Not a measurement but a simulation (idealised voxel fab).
Title: Process Module voxel air gaps
FYI the section here is cut, 225 nm wide, cells are 5 nm squares.
This document writes a cross-section as a grid whose cells are square, and gives it as bands, listed from the top down; one or more rows of cells form a band.
Band entry format. Leading values: height of top, height of bottom, nm. Remainder: materials in left-to-right order, each with its width in nm. Special words: "full width" on a single material, which then fills the band edge to edge; "empty", empty space.
For the purposes of this specification, 0 denotes the height below which the wafer in its as-received condition is composed wholly of one material, and the lowermost band, lacking a lower limit, extends downward without end, as expressed in "0..down".
The expression "30..40" gives the width at the extremes of the band, the first number at its top row of cells and the second at its bottom row, with the width changing by equal amounts from each row to the next in between.
Reading "no change occurred" for a step: not a cell of the cross-section changed in it.
If an empty space has no open way to the top and is at least 8 cells in size, "Encapsulated voids" lists it, written width x height at distance, where distance is measured from the left edge and every value is in nm.
That trailing text on a step's line, after the settings, is the simulator's own remark on the step.
"overlay nm" denotes, for a step that has a mask, the displacement of the mask to the right of its planned place, with negative values corresponding to the left.

Here's what the planned process steps look like:
| 1 | RECEIVE, material Si |
| 2 | CONFORMAL_DEP, material SiO2, thk nm 10 |
| 3 | CONFORMAL_DEP, material SiCN, thk nm 5 |
| 4 | DIRECTIONAL_DEP, material SiO2, thk nm 35 |
| 5 | MASKED_ETCH, tone open, mask id LINES, width nm 15, pitch nm 40, etch materials SiO2, depth nm 35, overlay nm 0 |
| 6 | CONFORMAL_DEP, material TiN, thk nm 5 |
| 7 | FILL_DEP, material Cu, thk nm 5 |
| 8 | CMP, height nm 50 |
| 9 | EPI, material Ru, thk nm 10 |
| 10 | SELECTIVE_ETCH, etch materials SiO2, depth nm 45 |
| 11 | CONFORMAL_DEP, material SiCN, thk nm 5 |

Run as planned: first of two wafers:

Incoming wafer, cross-sectional view, post step 1:
  0..down  Si full width
  Encapsulated voids: none

So this is the wafer cross-section right after step 2:
  10..0  SiO2 full width
  Under the height 0 nothing was changed.

So this is the wafer cross-section right after step 3:
  15..10  SiCN full width
  Under the height 10 nothing was changed.

So this is the wafer cross-section right after step 4:
  50..15  SiO2 full width
  Under the height 15 nothing was changed.

So this is the wafer cross-section right after step 5:
  50..15  65 nm SiO2 / 15 nm empty / 25 nm SiO2 / 15 nm empty / 25 nm SiO2 / 15 nm empty / 65 nm SiO2
  Under the height 15 nothing was changed.

So this is the wafer cross-section right after step 6:
  55..50  70 nm TiN / 5 nm empty / 35 nm TiN / 5 nm empty / 35 nm TiN / 5 nm empty / 70 nm TiN
  50..20  65 nm SiO2 / 5 nm TiN / 5 nm empty / 5 nm TiN / 25 nm SiO2 / 5 nm TiN / 5 nm empty / 5 nm TiN / 25 nm SiO2 / 5 nm TiN / 5 nm empty / 5 nm TiN / 65 nm SiO2
  20..15  65 nm SiO2 / 15 nm TiN / 25 nm SiO2 / 15 nm TiN / 25 nm SiO2 / 15 nm TiN / 65 nm SiO2
  Under the height 15 nothing was changed.

So this is the wafer cross-section right after step 7:
  60..55  Cu full width
  55..50  70 nm TiN / 5 nm Cu / 35 nm TiN / 5 nm Cu / 35 nm TiN / 5 nm Cu / 70 nm TiN
  50..20  65 nm SiO2 / 5 nm TiN / 5 nm Cu / 5 nm TiN / 25 nm SiO2 / 5 nm TiN / 5 nm Cu / 5 nm TiN / 25 nm SiO2 / 5 nm TiN / 5 nm Cu / 5 nm TiN / 65 nm SiO2
  Under the height 20 nothing was changed.

So this is the wafer cross-section right after step 8:
  50..20  65 nm SiO2 / 5 nm TiN / 5 nm Cu / 5 nm TiN / 25 nm SiO2 / 5 nm TiN / 5 nm Cu / 5 nm TiN / 25 nm SiO2 / 5 nm TiN / 5 nm Cu / 5 nm TiN / 65 nm SiO2
  Under the height 20 nothing was changed.

So this is the wafer cross-section right after step 9:
  60..50  55 nm empty / 35 nm Ru / 5 nm empty / 35 nm Ru / 5 nm empty / 35 nm Ru / 55 nm empty
  Under the height 50 nothing was changed.

So this is the wafer cross-section right after step 10:
  60..50  55 nm empty / 35 nm Ru / 5 nm empty / 35 nm Ru / 5 nm empty / 35 nm Ru / 55 nm empty
  50..20  65 nm empty / 5 nm TiN / 5 nm Cu / 5 nm TiN / 25 nm empty / 5 nm TiN / 5 nm Cu / 5 nm TiN / 25 nm empty / 5 nm TiN / 5 nm Cu / 5 nm TiN / 65 nm empty
  20..15  65 nm empty / 15 nm TiN / 25 nm empty / 15 nm TiN / 25 nm empty / 15 nm TiN / 65 nm empty
  Under the height 15 nothing was changed.

So this is the wafer cross-section right after step 11:
  65..60  50 nm empty / 125 nm SiCN / 50 nm empty
  60..50  50 nm empty / 5 nm SiCN / 35 nm Ru / 5 nm SiCN / 35 nm Ru / 5 nm SiCN / 35 nm Ru / 5 nm SiCN / 50 nm empty
  50..45  50 nm empty / 15 nm SiCN / 5 nm TiN / 5 nm Cu / 5 nm TiN / 25 nm SiCN / 5 nm TiN / 5 nm Cu / 5 nm TiN / 25 nm SiCN / 5 nm TiN / 5 nm Cu / 5 nm TiN / 15 nm SiCN / 50 nm empty
  45..20  60 nm empty / 5 nm SiCN / 5 nm TiN / 5 nm Cu / 5 nm TiN / 5 nm SiCN / 15 nm empty / 5 nm SiCN / 5 nm TiN / 5 nm Cu / 5 nm TiN / 5 nm SiCN / 15 nm empty / 5 nm SiCN / 5 nm TiN / 5 nm Cu / 5 nm TiN / 5 nm SiCN / 60 nm empty
  20..15  65 nm SiCN / 15 nm TiN / 25 nm SiCN / 15 nm TiN / 25 nm SiCN / 15 nm TiN / 65 nm SiCN
  Under the height 15 nothing was changed.
  Encapsulated voids: 15 x 25 at 85; 15 x 25 at 125

The Second Wafer: Common Origin and Plan, One Mistake in Execution, Identical to the First Through Step 1:

The second wafer cut through, at the time step 2 was supposed to be finished:
  5..0  SiO2 full width
  Under the height 0 nothing was changed.

The second wafer cut through, at the time step 3 was supposed to be finished:
  10..5  SiCN full width
  Under the height 5 nothing was changed.

The second wafer cut through, at the time step 4 was supposed to be finished:
  45..10  SiO2 full width
  Under the height 10 nothing was changed.

The second wafer cut through, at the time step 5 was supposed to be finished:
  45..10  65 nm SiO2 / 15 nm empty / 25 nm SiO2 / 15 nm empty / 25 nm SiO2 / 15 nm empty / 65 nm SiO2
  Under the height 10 nothing was changed.

The second wafer cut through, at the time step 6 was supposed to be finished:
  50..45  70 nm TiN / 5 nm empty / 35 nm TiN / 5 nm empty / 35 nm TiN / 5 nm empty / 70 nm TiN
  45..15  65 nm SiO2 / 5 nm TiN / 5 nm empty / 5 nm TiN / 25 nm SiO2 / 5 nm TiN / 5 nm empty / 5 nm TiN / 25 nm SiO2 / 5 nm TiN / 5 nm empty / 5 nm TiN / 65 nm SiO2
  15..10  65 nm SiO2 / 15 nm TiN / 25 nm SiO2 / 15 nm TiN / 25 nm SiO2 / 15 nm TiN / 65 nm SiO2
  Under the height 10 nothing was changed.

The second wafer cut through, at the time step 7 was supposed to be finished:
  55..50  Cu full width
  50..45  70 nm TiN / 5 nm Cu / 35 nm TiN / 5 nm Cu / 35 nm TiN / 5 nm Cu / 70 nm TiN
  45..15  65 nm SiO2 / 5 nm TiN / 5 nm Cu / 5 nm TiN / 25 nm SiO2 / 5 nm TiN / 5 nm Cu / 5 nm TiN / 25 nm SiO2 / 5 nm TiN / 5 nm Cu / 5 nm TiN / 65 nm SiO2
  Under the height 15 nothing was changed.

The second wafer cut through, at the time step 8 was supposed to be finished:
  50..45  70 nm TiN / 5 nm Cu / 35 nm TiN / 5 nm Cu / 35 nm TiN / 5 nm Cu / 70 nm TiN
  Under the height 45 nothing was changed.

The second wafer cut through, at the time step 9 was supposed to be finished:
  60..50  Ru full width
  Under the height 50 nothing was changed.

The second wafer cut through, at the time step 10 was supposed to be finished: no change occurred

The second wafer cut through, at the time step 11 was supposed to be finished:
  65..60  SiCN full width
  Under the height 60 nothing was changed.
Short version of what went wrong: rather than as planned, step 2 actually ran as CONFORMAL_DEP, material SiO2, thk nm 5
Final comparison by cell count, materials where the second wafer has more or fewer than the first: Cu: 3 more, Ru: 48 more, SiCN: 70 fewer, SiO2: 207 more, TiN: 42 more
Upon completion, the first wafer exhibits 2 closed voids and the second wafer exhibits 0.
